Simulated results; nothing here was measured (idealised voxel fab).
Name of the process module below: voxel lift off
Cross-section cut: width 290 nm, square cells of 5 nm.
Cross-section = grid of square cells, listed top down in bands; band = one or more rows.
A band entry consists of two parts. The first gives the height of the band's top and the height of its bottom, in nm. The rest lists the band's materials from left to right, each with its width in nm. A single material labelled with the word "all across" fills the band from edge to edge, and the word "air" marks empty space.
The level at which height equals 0 is the one under which the wafer, as it arrives, is entirely one material. No lower edge exists for the bottom band, which continues downward and is notated as in "0 nm and below".
When a width is written as two numbers, as in "30..40", the first number is the width in the top row of cells of the band and the second is the width in its bottom row, and the width changes by the same amount from each row to the next.
Take "nothing altered" at face value: in the step it is given for, the cross-section changed in none of its cells.
Entry "Enclosed internal voids" = empty spaces >= 8 cells with no open way to the top; each as width x height at distance, distance from left edge, all nm.
Past the settings on a step's line: simulator remark, on that step.
Steps that use a mask can have "overlay nm" on their line. It says how far the mask sat to the right of where it was meant to be. Negative means to the left.
[The process steps that were planned are listed below]
step 1: RECEIVE, material Si
step 2: CONFORMAL_DEP, material SiO2, thk nm 5
step 3: PATTERN, tone open, mask id LINES, material resist, width nm 25, pitch nm 40, thk nm 25, overlay nm 0
step 4: DIRECTIONAL_DEP, material Ru, thk nm 10
step 5: STRIP, etch materials resist
step 6: CONFORMAL_DEP, material SiCN, thk nm 10
[Cross-sectional view of the wafer in its as-received condition, corresponding to the state after step 1]
0 nm and below  Si all across
Enclosed internal voids: none
[Cross-section taken at module completion on the first of two wafers; processed per the plan]
25 nm to 15 nm  air (100)  SiCN (85)  air (105)
15 nm to 5 nm  SiCN (110)  Ru (25)  SiCN (15)  Ru (25)  SiCN (115)
5 nm to 0 nm  SiO2 all across
0 nm and below  Si all across
Enclosed internal voids: none
[Here is the second of the two wafers cut open at the end of the module - same start, same plan as the first one, but we made one mistake running it]
25 nm to 15 nm  air (100)  SiCN (85)  air (105)
15 nm to 5 nm  SiCN (110)  Ru (25)  SiCN (15)  Ru (25)  SiCN (115)
5 nm to 0 nm  Ru all across
0 nm and below  Si all across
Enclosed internal voids: none
Which mistake was made when the wafer was run? step 2, actual vs plan mismatch, actual run CONFORMAL_DEP, material Ru, thk nm 5
At the finish, the second wafer shows more or fewer cells for some materials than the first does: Ru +58; SiO2 -58
